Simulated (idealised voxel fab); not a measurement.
process module | voxel trench capacitor
cross-section cut | 285 nm wide | cells 5 nm
A cross-section is a grid of square cells, given in bands from the top down. A band is one or more rows of cells.
Each band's line starts with the height of the band's top and of its bottom, in nm. Then come its materials from left to right, each with its width in nm. One material with "throughout" fills the band from edge to edge. "air" is empty space.
Height 0 is the level under which the wafer as received is all one material. The lowest band goes on downwards, as in "0 down".
A width such as "30 to 40" changes by the same amount from each row of cells to the next, from the band's top row to its bottom row.
"no change" after a step means that no cell of the cross-section changed.
closed voids: empty space of 8 cells or more with no open way to the top, each as width x height at its distance from the left edge, in nm
after a step's settings: what the simulator itself notes on the step
overlay nm, on a step with a mask: how far to the right of its planned place the mask lay; to the left if negative
plan
1 op RECEIVE | material Si
2 op CONFORMAL_DEP | material SiN | thk nm 5
3 op MASKED_ETCH | tone open | mask id TRENCH | width nm 30 | pitch nm 50 | etch materials SiN | depth nm 5 | overlay nm 0
4 op MASKED_ETCH | tone open | mask id TRENCH | width nm 30 | pitch nm 50 | etch materials Si | depth nm 25 | overlay nm 0
5 op CONFORMAL_DEP | material HfO2 | thk nm 5
6 op CONFORMAL_DEP | material TiN | thk nm 5
7 op FILL_DEP | material W | thk nm 5
8 op CMP | height nm 5
as received, after step 1
  0 down: Si throughout
  closed voids: none
a wafer at the end: this start, this plan, one mistake
  5 to 0: HfO2 105 | TiN 5 | W 10 | TiN 5 | HfO2 30 | TiN 5 | W 10 | TiN 5 | HfO2 110
  0 to -15: Si 100 | HfO2 5 | TiN 5 | W 10 | TiN 5 | HfO2 5 | Si 20 | HfO2 5 | TiN 5 | W 10 | TiN 5 | HfO2 5 | Si 105
  -15 to -20: Si 100 | HfO2 5 | TiN 20 | HfO2 5 | Si 20 | HfO2 5 | TiN 20 | HfO2 5 | Si 105
  -20 to -25: Si 100 | HfO2 30 | Si 20 | HfO2 30 | Si 105
  -25 down: Si throughout
  closed voids: none
what went wrong: step 2 was left out
